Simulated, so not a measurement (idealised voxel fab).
Process module in this document: voxel transistor to metal
cross-section cut | 205 nm wide | cells 5 nm
A cross-section in this document is a grid of square cells, and it is written down as bands, the top band listed before the ones below it; a band is made up of one or more rows of cells.
For a band, the entry starts with two heights in nm, that of the top and then that of the bottom, and carries on with the band's materials in order from left to right, each alongside its width in nm; the word "all across" beside a single material means it fills the band edge to edge, and "blank" means empty space.
Height datum 0, below which the as-received substrate wafer is one material. Lowest band open at the bottom, running downward: "0 -> down".
Per-row width for "30 to 40": begins at first number (top row of band), ends at second number (bottom row), increment between rows held constant.
"remained unchanged" -> step changed no cross-section cell.
Under "Non-vented voids" you'll find the enclosed gaps, the ones with no way out to the top, that are 8 cells or bigger; each reads width x height at distance, with distance counted from the left edge, everything in nm.
Past the settings on a step's line: simulator remark, on that step.
overlay nm: mask right of planned place by this much (step with mask). Neg. = left.

## Planned process steps
1: RECEIVE, material Si
2: OXIDIZE, depth nm 5
3: CONFORMAL_DEP, material SiN, thk nm 15
4: DIRECTIONAL_DEP, material aC, thk nm 10
5: PATTERN, tone cover, mask id ACTIVE, material resist, width nm 105, thk nm 30, overlay nm 0
6: DIRECTIONAL_ETCH, etch materials aC, depth nm 10
7: STRIP, etch materials resist
8: DIRECTIONAL_ETCH, etch materials SiN, depth nm 15
9: DIRECTIONAL_ETCH, etch materials SiO2, depth nm 5
10: DIRECTIONAL_ETCH, etch materials Si, depth nm 35
11: STRIP, etch materials aC
12: FILL_DEP, material SiO2, thk nm 15
13: CMP, height nm 15
14: SELECTIVE_ETCH, etch materials SiO2, depth nm 5
15: STRIP, etch materials SiN
16: SELECTIVE_ETCH, etch materials SiO2, depth nm 5
17: OXIDIZE, depth nm 5
18: DIRECTIONAL_DEP, material polySi, thk nm 25
19: DIRECTIONAL_DEP, material SiCN, thk nm 15
20: MASKED_ETCH, tone cover, mask id GATE, width nm 25, etch materials SiCN, depth nm 25, overlay nm 0
21: MASKED_ETCH, tone cover, mask id GATE, width nm 25, etch materials polySi, depth nm 35, overlay nm 0
22: CONFORMAL_DEP, material SiN, thk nm 5
23: DIRECTIONAL_ETCH, etch materials SiN, depth nm 5
24: DIRECTIONAL_ETCH, etch materials SiO2, depth nm 5
25: EPI, material SiGe, thk nm 5
26: FILL_DEP, material SiO2, thk nm 5
27: CMP, height nm 35
28: DIRECTIONAL_DEP, material SiO2, thk nm 10
29: MASKED_ETCH, tone open, mask id CONTACT, width nm 30, pitch nm 65, etch materials SiO2, depth nm 50, overlay nm 0
30: CONFORMAL_DEP, material TiN, thk nm 5
31: FILL_DEP, material W, thk nm 5
32: CMP, height nm 45
33: DIRECTIONAL_DEP, material TiN, thk nm 5
34: DIRECTIONAL_DEP, material W, thk nm 25
35: MASKED_ETCH, tone cover, mask id METAL_1, width nm 15, pitch nm 80, etch materials W, depth nm 25, overlay nm 0
36: MASKED_ETCH, tone cover, mask id METAL_1, width nm 15, pitch nm 80, etch materials TiN, depth nm 5, overlay nm 0
37: FILL_DEP, material lowk, thk nm 5
38: CMP, height nm 75
39: CONFORMAL_DEP, material SiCN, thk nm 5
40: DIRECTIONAL_DEP, material lowk, thk nm 25
41: DIRECTIONAL_DEP, material aC, thk nm 15
42: PATTERN, tone open, mask id METAL_2, material resist, width nm 15, pitch nm 80, thk nm 30, overlay nm 0
43: DIRECTIONAL_ETCH, etch materials aC, depth nm 15
44: STRIP, etch materials resist
45: DIRECTIONAL_ETCH, etch materials lowk, depth nm 15
46: STRIP, etch materials aC
47: DIRECTIONAL_DEP, material aC, thk nm 10
48: PATTERN, tone open, mask id METAL_2_HOLES, material resist, width nm 15, pitch nm 80, thk nm 30, overlay nm 0
49: DIRECTIONAL_ETCH, etch materials aC, depth nm 10
50: STRIP, etch materials resist
51: DIRECTIONAL_ETCH, etch materials lowk, depth nm 10
52: DIRECTIONAL_ETCH, etch materials SiCN, depth nm 5
53: STRIP, etch materials aC
54: CONFORMAL_DEP, material TiN, thk nm 5
55: FILL_DEP, material Cu, thk nm 5
56: CMP, height nm 105
57: CONFORMAL_DEP, material SiCN, thk nm 5

## First of two wafers: run as planned

## Incoming wafer in cross-section (state: after step 1)
    0 -> down | Si all across
    Non-vented voids: none

## after step 2
    0 -> -5 | SiO2 all across
    Everything under -5 stays put, no change at all.

## after step 3
    15 -> 0 | SiN all across
    Everything under 0 stays put, no change at all.

## after step 4
    25 -> 15 | aC all across
    Everything under 15 stays put, no change at all.

## after step 5
    55 -> 25 | 50 blank / 105 resist / 50 blank
    Everything under 25 stays put, no change at all.

## after step 6
    45 -> 25 | 50 blank / 105 resist / 50 blank
    25 -> 15 | 50 blank / 105 aC / 50 blank
    Everything under 15 stays put, no change at all.

## after step 7
    25 -> 15 | 50 blank / 105 aC / 50 blank
    Everything under 15 stays put, no change at all.

## after step 8
    25 -> 15 | 50 blank / 105 aC / 50 blank
    15 -> 0 | 50 blank / 105 SiN / 50 blank
    Everything under 0 stays put, no change at all.

## after step 9
    25 -> 15 | 50 blank / 105 aC / 50 blank
    15 -> 0 | 50 blank / 105 SiN / 50 blank
    0 -> -5 | 50 blank / 105 SiO2 / 50 blank
    Everything under -5 stays put, no change at all.

## after step 10
    25 -> 15 | 50 blank / 105 aC / 50 blank
    15 -> 0 | 50 blank / 105 SiN / 50 blank
    0 -> -5 | 50 blank / 105 SiO2 / 50 blank
    -5 -> -40 | 50 blank / 105 Si / 50 blank
    Everything under -40 stays put, no change at all.

## after step 11
    15 -> 0 | 50 blank / 105 SiN / 50 blank
    Everything under 0 stays put, no change at all.

## after step 12
    30 -> 15 | SiO2 all across
    15 -> 0 | 50 SiO2 / 105 SiN / 50 SiO2
    0 -> -5 | SiO2 all across
    -5 -> -40 | 50 SiO2 / 105 Si / 50 SiO2
    Everything under -40 stays put, no change at all.

## after step 13
    15 -> 0 | 50 SiO2 / 105 SiN / 50 SiO2
    Everything under 0 stays put, no change at all.

## after step 14
    15 -> 10 | 50 blank / 105 SiN / 50 blank
    Everything under 10 stays put, no change at all.

## after step 15
    10 -> 0 | 50 SiO2 / 105 blank / 50 SiO2
    Everything under 0 stays put, no change at all.

## after step 16
    5 -> -5 | 45 SiO2 / 115 blank / 45 SiO2
    Everything under -5 stays put, no change at all.

## after step 17
    5 -> -5 | 45 SiO2 / 115 blank / 45 SiO2
    -5 -> -10 | SiO2 all across
    Everything under -10 stays put, no change at all.

## after step 18
    30 -> 20 | 45 polySi / 115 blank / 45 polySi
    20 -> 5 | polySi all across
    5 -> -5 | 45 SiO2 / 115 polySi / 45 SiO2
    Everything under -5 stays put, no change at all.

## after step 19
    45 -> 35 | 45 SiCN / 115 blank / 45 SiCN
    35 -> 30 | SiCN all across
    30 -> 20 | 45 polySi / 115 SiCN / 45 polySi
    Everything under 20 stays put, no change at all.

## after step 20
    35 -> 30 | 90 blank / 25 SiCN / 90 blank
    30 -> 20 | 45 polySi / 45 blank / 25 SiCN / 45 blank / 45 polySi
    Everything under 20 stays put, no change at all.

## after step 21
    35 -> 20 | 90 blank / 25 SiCN / 90 blank
    20 -> 5 | 90 blank / 25 polySi / 90 blank
    5 -> -5 | 45 SiO2 / 45 blank / 25 polySi / 45 blank / 45 SiO2
    Everything under -5 stays put, no change at all.

## after step 22
    40 -> 35 | 85 blank / 35 SiN / 85 blank
    35 -> 20 | 85 blank / 5 SiN / 25 SiCN / 5 SiN / 85 blank
    20 -> 10 | 85 blank / 5 SiN / 25 polySi / 5 SiN / 85 blank
    10 -> 5 | 50 SiN / 35 blank / 5 SiN / 25 polySi / 5 SiN / 35 blank / 50 SiN
    5 -> 0 | 45 SiO2 / 5 SiN / 35 blank / 5 SiN / 25 polySi / 5 SiN / 35 blank / 5 SiN / 45 SiO2
    0 -> -5 | 45 SiO2 / 45 SiN / 25 polySi / 45 SiN / 45 SiO2
    Everything under -5 stays put, no change at all.

## after step 23
    35 -> 20 | 85 blank / 5 SiN / 25 SiCN / 5 SiN / 85 blank
    20 -> 5 | 85 blank / 5 SiN / 25 polySi / 5 SiN / 85 blank
    5 -> -5 | 45 SiO2 / 5 SiN / 35 blank / 5 SiN / 25 polySi / 5 SiN / 35 blank / 5 SiN / 45 SiO2
    Everything under -5 stays put, no change at all.

## after step 24
    35 -> 20 | 85 blank / 5 SiN / 25 SiCN / 5 SiN / 85 blank
    20 -> 5 | 85 blank / 5 SiN / 25 polySi / 5 SiN / 85 blank
    5 -> 0 | 45 blank / 5 SiN / 35 blank / 5 SiN / 25 polySi / 5 SiN / 35 blank / 5 SiN / 45 blank
    0 -> -5 | 45 SiO2 / 5 SiN / 35 blank / 5 SiN / 25 polySi / 5 SiN / 35 blank / 5 SiN / 45 SiO2
    -5 -> -10 | 50 SiO2 / 35 blank / 35 SiO2 / 35 blank / 50 SiO2
    Everything under -10 stays put, no change at all.

## after step 25
    35 -> 20 | 85 blank / 5 SiN / 25 SiCN / 5 SiN / 85 blank
    20 -> 5 | 85 blank / 5 SiN / 25 polySi / 5 SiN / 85 blank
    5 -> 0 | 45 blank / 5 SiN / 35 blank / 5 SiN / 25 polySi / 5 SiN / 35 blank / 5 SiN / 45 blank
    0 -> -5 | 45 SiO2 / 5 SiN / 35 blank / 5 SiN / 25 polySi / 5 SiN / 35 blank / 5 SiN / 45 SiO2
    -5 -> -10 | 50 SiO2 / 35 SiGe / 35 SiO2 / 35 SiGe / 50 SiO2
    Everything under -10 stays put, no change at all.

## after step 26
    40 -> 35 | SiO2 all across
    35 -> 20 | 85 SiO2 / 5 SiN / 25 SiCN / 5 SiN / 85 SiO2
    20 -> 5 | 85 SiO2 / 5 SiN / 25 polySi / 5 SiN / 85 SiO2
    5 -> -5 | 45 SiO2 / 5 SiN / 35 SiO2 / 5 SiN / 25 polySi / 5 SiN / 35 SiO2 / 5 SiN / 45 SiO2
    Everything under -5 stays put, no change at all.

## after step 27
    35 -> 20 | 85 SiO2 / 5 SiN / 25 SiCN / 5 SiN / 85 SiO2
    Everything under 20 stays put, no change at all.

## after step 28
    45 -> 35 | SiO2 all across
    Everything under 35 stays put, no change at all.

## after step 29
    45 -> 35 | 55 SiO2 / 30 blank / 35 SiO2 / 30 blank / 55 SiO2
    35 -> 20 | 55 SiO2 / 30 blank / 5 SiN / 25 SiCN / 5 SiN / 30 blank / 55 SiO2
    20 -> 5 | 55 SiO2 / 30 blank / 5 SiN / 25 polySi / 5 SiN / 30 blank / 55 SiO2
    5 -> -5 | 45 SiO2 / 5 SiN / 5 SiO2 / 30 blank / 5 SiN / 25 polySi / 5 SiN / 30 blank / 5 SiO2 / 5 SiN / 45 SiO2
    Everything under -5 stays put, no change at all.

## after step 30
    50 -> 45 | 60 TiN / 20 blank / 45 TiN / 20 blank / 60 TiN
    45 -> 35 | 55 SiO2 / 5 TiN / 20 blank / 5 TiN / 35 SiO2 / 5 TiN / 20 blank / 5 TiN / 55 SiO2
    35 -> 20 | 55 SiO2 / 5 TiN / 20 blank / 5 TiN / 5 SiN / 25 SiCN / 5 SiN / 5 TiN / 20 blank / 5 TiN / 55 SiO2
    20 -> 5 | 55 SiO2 / 5 TiN / 20 blank / 5 TiN / 5 SiN / 25 polySi / 5 SiN / 5 TiN / 20 blank / 5 TiN / 55 SiO2
    5 -> 0 | 45 SiO2 / 5 SiN / 5 SiO2 / 5 TiN / 20 blank / 5 TiN / 5 SiN / 25 polySi / 5 SiN / 5 TiN / 20 blank / 5 TiN / 5 SiO2 / 5 SiN / 45 SiO2
    0 -> -5 | 45 SiO2 / 5 SiN / 5 SiO2 / 30 TiN / 5 SiN / 25 polySi / 5 SiN / 30 TiN / 5 SiO2 / 5 SiN / 45 SiO2
    Everything under -5 stays put, no change at all.

## after step 31
    55 -> 50 | W all across
    50 -> 45 | 60 TiN / 20 W / 45 TiN / 20 W / 60 TiN
    45 -> 35 | 55 SiO2 / 5 TiN / 20 W / 5 TiN / 35 SiO2 / 5 TiN / 20 W / 5 TiN / 55 SiO2
    35 -> 20 | 55 SiO2 / 5 TiN / 20 W / 5 TiN / 5 SiN / 25 SiCN / 5 SiN / 5 TiN / 20 W / 5 TiN / 55 SiO2
    20 -> 5 | 55 SiO2 / 5 TiN / 20 W / 5 TiN / 5 SiN / 25 polySi / 5 SiN / 5 TiN / 20 W / 5 TiN / 55 SiO2
    5 -> 0 | 45 SiO2 / 5 SiN / 5 SiO2 / 5 TiN / 20 W / 5 TiN / 5 SiN / 25 polySi / 5 SiN / 5 TiN / 20 W / 5 TiN / 5 SiO2 / 5 SiN / 45 SiO2
    Everything under 0 stays put, no change at all.

## after step 32
    45 -> 35 | 55 SiO2 / 5 TiN / 20 W / 5 TiN / 35 SiO2 / 5 TiN / 20 W / 5 TiN / 55 SiO2
    Everything under 35 stays put, no change at all.

## after step 33
    50 -> 45 | TiN all across
    Everything under 45 stays put, no change at all.

## after step 34
    75 -> 50 | W all across
    Everything under 50 stays put, no change at all.

## after step 35
    75 -> 50 | 55 blank / 15 W / 65 blank / 15 W / 55 blank
    Everything under 50 stays put, no change at all.

## after step 36
    75 -> 50 | 55 blank / 15 W / 65 blank / 15 W / 55 blank
    50 -> 45 | 55 blank / 15 TiN / 65 blank / 15 TiN / 55 blank
    Everything under 45 stays put, no change at all.

## after step 37
    80 -> 75 | lowk all across
    75 -> 50 | 55 lowk / 15 W / 65 lowk / 15 W / 55 lowk
    50 -> 45 | 55 lowk / 15 TiN / 65 lowk / 15 TiN / 55 lowk
    Everything under 45 stays put, no change at all.

## after step 38
    75 -> 50 | 55 lowk / 15 W / 65 lowk / 15 W / 55 lowk
    Everything under 50 stays put, no change at all.

## after step 39
    80 -> 75 | SiCN all across
    Everything under 75 stays put, no change at all.

## after step 40
    105 -> 80 | lowk all across
    Everything under 80 stays put, no change at all.

## after step 41
    120 -> 105 | aC all across
    Everything under 105 stays put, no change at all.

## after step 42
    150 -> 120 | 55 resist / 15 blank / 65 resist / 15 blank / 55 resist
    Everything under 120 stays put, no change at all.

## after step 43
    135 -> 120 | 55 resist / 15 blank / 65 resist / 15 blank / 55 resist
    120 -> 105 | 55 aC / 15 blank / 65 aC / 15 blank / 55 aC
    Everything under 105 stays put, no change at all.

## after step 44
    120 -> 105 | 55 aC / 15 blank / 65 aC / 15 blank / 55 aC
    Everything under 105 stays put, no change at all.

## after step 45
    120 -> 105 | 55 aC / 15 blank / 65 aC / 15 blank / 55 aC
    105 -> 90 | 55 lowk / 15 blank / 65 lowk / 15 blank / 55 lowk
    Everything under 90 stays put, no change at all.

## after step 46
    105 -> 90 | 55 lowk / 15 blank / 65 lowk / 15 blank / 55 lowk
    Everything under 90 stays put, no change at all.

## after step 47
    115 -> 105 | 55 aC / 15 blank / 65 aC / 15 blank / 55 aC
    105 -> 100 | 55 lowk / 15 blank / 65 lowk / 15 blank / 55 lowk
    100 -> 90 | 55 lowk / 15 aC / 65 lowk / 15 aC / 55 lowk
    Everything under 90 stays put, no change at all.

## after step 48
    145 -> 115 | 55 resist / 15 blank / 65 resist / 15 blank / 55 resist
    Everything under 115 stays put, no change at all.

## after step 49
    135 -> 115 | 55 resist / 15 blank / 65 resist / 15 blank / 55 resist
    115 -> 105 | 55 aC / 15 blank / 65 aC / 15 blank / 55 aC
    105 -> 90 | 55 lowk / 15 blank / 65 lowk / 15 blank / 55 lowk
    Everything under 90 stays put, no change at all.

## after step 50
    115 -> 105 | 55 aC / 15 blank / 65 aC / 15 blank / 55 aC
    Everything under 105 stays put, no change at all.

## after step 51
    115 -> 105 | 55 aC / 15 blank / 65 aC / 15 blank / 55 aC
    105 -> 80 | 55 lowk / 15 blank / 65 lowk / 15 blank / 55 lowk
    Everything under 80 stays put, no change at all.

## after step 52
    115 -> 105 | 55 aC / 15 blank / 65 aC / 15 blank / 55 aC
    105 -> 80 | 55 lowk / 15 blank / 65 lowk / 15 blank / 55 lowk
    80 -> 75 | 55 SiCN / 15 blank / 65 SiCN / 15 blank / 55 SiCN
    Everything under 75 stays put, no change at all.

## after step 53
    105 -> 80 | 55 lowk / 15 blank / 65 lowk / 15 blank / 55 lowk
    Everything under 80 stays put, no change at all.

## after step 54
    110 -> 105 | 60 TiN / 5 blank / 75 TiN / 5 blank / 60 TiN
    105 -> 80 | 55 lowk / 5 TiN / 5 blank / 5 TiN / 65 lowk / 5 TiN / 5 blank / 5 TiN / 55 lowk
    80 -> 75 | 55 SiCN / 15 TiN / 65 SiCN / 15 TiN / 55 SiCN
    Everything under 75 stays put, no change at all.

## after step 55
    115 -> 110 | Cu all across
    110 -> 105 | 60 TiN / 5 Cu / 75 TiN / 5 Cu / 60 TiN
    105 -> 80 | 55 lowk / 5 TiN / 5 Cu / 5 TiN / 65 lowk / 5 TiN / 5 Cu / 5 TiN / 55 lowk
    Everything under 80 stays put, no change at all.

## after step 56
    105 -> 80 | 55 lowk / 5 TiN / 5 Cu / 5 TiN / 65 lowk / 5 TiN / 5 Cu / 5 TiN / 55 lowk
    Everything under 80 stays put, no change at all.

## after step 57
    110 -> 105 | SiCN all across
    Everything under 105 stays put, no change at all.

## What follows concerns the second wafer, which started out like the first and was meant to follow the very same plan; one mistake crept in when it was run, but everything up to and including step 34 is the same as for the first wafer

## The second wafer in cross-section, at the planned close of step 35
    75 -> 50 | 55 W / 15 blank / 65 W / 15 blank / 55 W
    Everything under 50 stays put, no change at all.

The second wafer in cross-section, at the planned close of step 36: remained unchanged

## The second wafer in cross-section, at the planned close of step 37
    80 -> 75 | lowk all across
    75 -> 50 | 55 W / 15 lowk / 65 W / 15 lowk / 55 W
    Everything under 50 stays put, no change at all.

## The second wafer in cross-section, at the planned close of step 38
    75 -> 50 | 55 W / 15 lowk / 65 W / 15 lowk / 55 W
    Everything under 50 stays put, no change at all.

## The second wafer in cross-section, at the planned close of step 39
    80 -> 75 | SiCN all across
    Everything under 75 stays put, no change at all.

## The second wafer in cross-section, at the planned close of step 40
    105 -> 80 | lowk all across
    Everything under 80 stays put, no change at all.

## The second wafer in cross-section, at the planned close of step 41
    120 -> 105 | aC all across
    Everything under 105 stays put, no change at all.

## The second wafer in cross-section, at the planned close of step 42
    150 -> 120 | 55 resist / 15 blank / 65 resist / 15 blank / 55 resist
    Everything under 120 stays put, no change at all.

## The second wafer in cross-section, at the planned close of step 43
    135 -> 120 | 55 resist / 15 blank / 65 resist / 15 blank / 55 resist
    120 -> 105 | 55 aC / 15 blank / 65 aC / 15 blank / 55 aC
    Everything under 105 stays put, no change at all.

## The second wafer in cross-section, at the planned close of step 44
    120 -> 105 | 55 aC / 15 blank / 65 aC / 15 blank / 55 aC
    Everything under 105 stays put, no change at all.

## The second wafer in cross-section, at the planned close of step 45
    120 -> 105 | 55 aC / 15 blank / 65 aC / 15 blank / 55 aC
    105 -> 90 | 55 lowk / 15 blank / 65 lowk / 15 blank / 55 lowk
    Everything under 90 stays put, no change at all.

## The second wafer in cross-section, at the planned close of step 46
    105 -> 90 | 55 lowk / 15 blank / 65 lowk / 15 blank / 55 lowk
    Everything under 90 stays put, no change at all.

## The second wafer in cross-section, at the planned close of step 47
    115 -> 105 | 55 aC / 15 blank / 65 aC / 15 blank / 55 aC
    105 -> 100 | 55 lowk / 15 blank / 65 lowk / 15 blank / 55 lowk
    100 -> 90 | 55 lowk / 15 aC / 65 lowk / 15 aC / 55 lowk
    Everything under 90 stays put, no change at all.

## The second wafer in cross-section, at the planned close of step 48
    145 -> 115 | 55 resist / 15 blank / 65 resist / 15 blank / 55 resist
    Everything under 115 stays put, no change at all.

## The second wafer in cross-section, at the planned close of step 49
    135 -> 115 | 55 resist / 15 blank / 65 resist / 15 blank / 55 resist
    115 -> 105 | 55 aC / 15 blank / 65 aC / 15 blank / 55 aC
    105 -> 90 | 55 lowk / 15 blank / 65 lowk / 15 blank / 55 lowk
    Everything under 90 stays put, no change at all.

## The second wafer in cross-section, at the planned close of step 50
    115 -> 105 | 55 aC / 15 blank / 65 aC / 15 blank / 55 aC
    Everything under 105 stays put, no change at all.

## The second wafer in cross-section, at the planned close of step 51
    115 -> 105 | 55 aC / 15 blank / 65 aC / 15 blank / 55 aC
    105 -> 80 | 55 lowk / 15 blank / 65 lowk / 15 blank / 55 lowk
    Everything under 80 stays put, no change at all.

## The second wafer in cross-section, at the planned close of step 52
    115 -> 105 | 55 aC / 15 blank / 65 aC / 15 blank / 55 aC
    105 -> 80 | 55 lowk / 15 blank / 65 lowk / 15 blank / 55 lowk
    80 -> 75 | 55 SiCN / 15 blank / 65 SiCN / 15 blank / 55 SiCN
    Everything under 75 stays put, no change at all.

## The second wafer in cross-section, at the planned close of step 53
    105 -> 80 | 55 lowk / 15 blank / 65 lowk / 15 blank / 55 lowk
    Everything under 80 stays put, no change at all.

## The second wafer in cross-section, at the planned close of step 54
    110 -> 105 | 60 TiN / 5 blank / 75 TiN / 5 blank / 60 TiN
    105 -> 80 | 55 lowk / 5 TiN / 5 blank / 5 TiN / 65 lowk / 5 TiN / 5 blank / 5 TiN / 55 lowk
    80 -> 75 | 55 SiCN / 15 TiN / 65 SiCN / 15 TiN / 55 SiCN
    Everything under 75 stays put, no change at all.

## The second wafer in cross-section, at the planned close of step 55
    115 -> 110 | Cu all across
    110 -> 105 | 60 TiN / 5 Cu / 75 TiN / 5 Cu / 60 TiN
    105 -> 80 | 55 lowk / 5 TiN / 5 Cu / 5 TiN / 65 lowk / 5 TiN / 5 Cu / 5 TiN / 55 lowk
    Everything under 80 stays put, no change at all.

## The second wafer in cross-section, at the planned close of step 56
    105 -> 80 | 55 lowk / 5 TiN / 5 Cu / 5 TiN / 65 lowk / 5 TiN / 5 Cu / 5 TiN / 55 lowk
    Everything under 80 stays put, no change at all.

## The second wafer in cross-section, at the planned close of step 57
    110 -> 105 | SiCN all across
    Everything under 105 stays put, no change at all.
It is concluded that the wafer was processed incorrectly with respect to the plan, in that in deviation from the planned setting, step 35 was conducted as MASKED_ETCH, tone open, mask id METAL_1, width nm 15, pitch nm 80, etch materials W, depth nm 25, overlay nm 0
The closing comparison, in cells, has the second wafer with more or fewer of some materials than the first: 35 more of TiN; 145 more of W; 180 fewer of lowk
